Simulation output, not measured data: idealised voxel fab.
Process module, titled voxel wiring stack
Square cell edge 5 nm, section width 230 nm, ID cut.
Reading order for cross-sections: top band down to bottom band. Underlying form: a grid of square cells. Band size: one or more rows of cells.
Read a band's entry like this: the first values are the height of its top and the height of its bottom in nm, and what follows is the sequence of materials from left to right, each with its width in nm. Note that "empty" is empty space, and that a single material marked "edge to edge" reaches across the band from edge to edge.
All heights in this document are referenced to 0, defined as the level beneath which the wafer, as received, consists entirely of one material. The lowest band is not bounded below; it extends indefinitely downward and is written in the form "0 and below".
A width given as "30->40" starts at the first number in the band's top row and ends at the second number in its bottom row, shifting by an equal amount at every step from row to row.
Basically "no alteration" means that step didn't change any cell in the cross-section.
"Sealed void list" specifies each empty space that is not open to the top and that occupies no fewer than 8 cells, using the form width x height at distance, the distance measured from the left edge and all three quantities in nm.
What comes after the settings on a step's line is commentary from the simulator itself on that step.
"overlay nm" denotes, for a step that has a mask, the displacement of the mask to the right of its planned place, with negative values corresponding to the left.

These are the steps we planned for the process
1. RECEIVE [material Si]
2. CONFORMAL_DEP [material SiO2] [thk nm 10]
3. DIRECTIONAL_DEP [material TiN] [thk nm 5]
4. DIRECTIONAL_DEP [material W] [thk nm 25]
5. DIRECTIONAL_DEP [material aC] [thk nm 15]
6. PATTERN [tone cover] [mask id METAL_1] [material resist] [width nm 20] [pitch nm 45] [thk nm 35] [overlay nm 0]
7. DIRECTIONAL_ETCH [etch materials aC] [depth nm 15]
8. STRIP [etch materials resist]
9. DIRECTIONAL_ETCH [etch materials W] [depth nm 25]
10. DIRECTIONAL_ETCH [etch materials TiN] [depth nm 5]
11. STRIP [etch materials aC]
12. CONFORMAL_DEP [material SiCN] [thk nm 5]
13. FILL_DEP [material lowk] [thk nm 5]
14. CMP [height nm 40]
15. CONFORMAL_DEP [material SiCN] [thk nm 5]
16. DIRECTIONAL_DEP [material SiO2] [thk nm 25]
17. MASKED_ETCH [tone open] [mask id METAL_2] [width nm 20] [pitch nm 45] [etch materials SiO2] [depth nm 15] [overlay nm 0]
18. PATTERN [tone open] [mask id METAL_2_HOLES] [material resist] [width nm 15] [pitch nm 90] [thk nm 15] [overlay nm -15]
19. DIRECTIONAL_ETCH [etch materials SiO2] [depth nm 10]
20. DIRECTIONAL_ETCH [etch materials SiCN] [depth nm 5]
21. STRIP [etch materials resist]
22. CONFORMAL_DEP [material TiN] [thk nm 5]
23. FILL_DEP [material Cu] [thk nm 5]
24. CMP [height nm 70]
25. CONFORMAL_DEP [material SiCN] [thk nm 5]
Wafer-to-wafer difference: overlay nm, step 18. Common start. Plan = first wafer's value.

Step 1 complete: as-received cross-section of the first of several wafers
- 0 and below = Si edge to edge
- Sealed void list: none

Below: a row per wafer. Contents at end of module: for every material, cells gained since receipt (+) or lost since receipt (-); then closed voids
overlay nm -15; +22 Cu; +162 SiCN; +262 SiO2; +54 TiN; +80 W; +110 lowk; Sealed void list: none
overlay nm -10; +20 Cu; +160 SiCN; +262 SiO2; +58 TiN; +80 W; +110 lowk; Sealed void list: none
overlay nm -5; +18 Cu; +158 SiCN; +262 SiO2; +62 TiN; +80 W; +110 lowk; Sealed void list: none
overlay nm 0; +22 Cu; +156 SiCN; +262 SiO2; +60 TiN; +80 W; +110 lowk; Sealed void list: none
overlay nm 5; +22 Cu; +156 SiCN; +262 SiO2; +60 TiN; +80 W; +110 lowk; Sealed void list: none
overlay nm 10; +18 Cu; +158 SiCN; +262 SiO2; +62 TiN; +80 W; +110 lowk; Sealed void list: none
overlay nm 15; +20 Cu; +160 SiCN; +262 SiO2; +58 TiN; +80 W; +110 lowk; Sealed void list: none
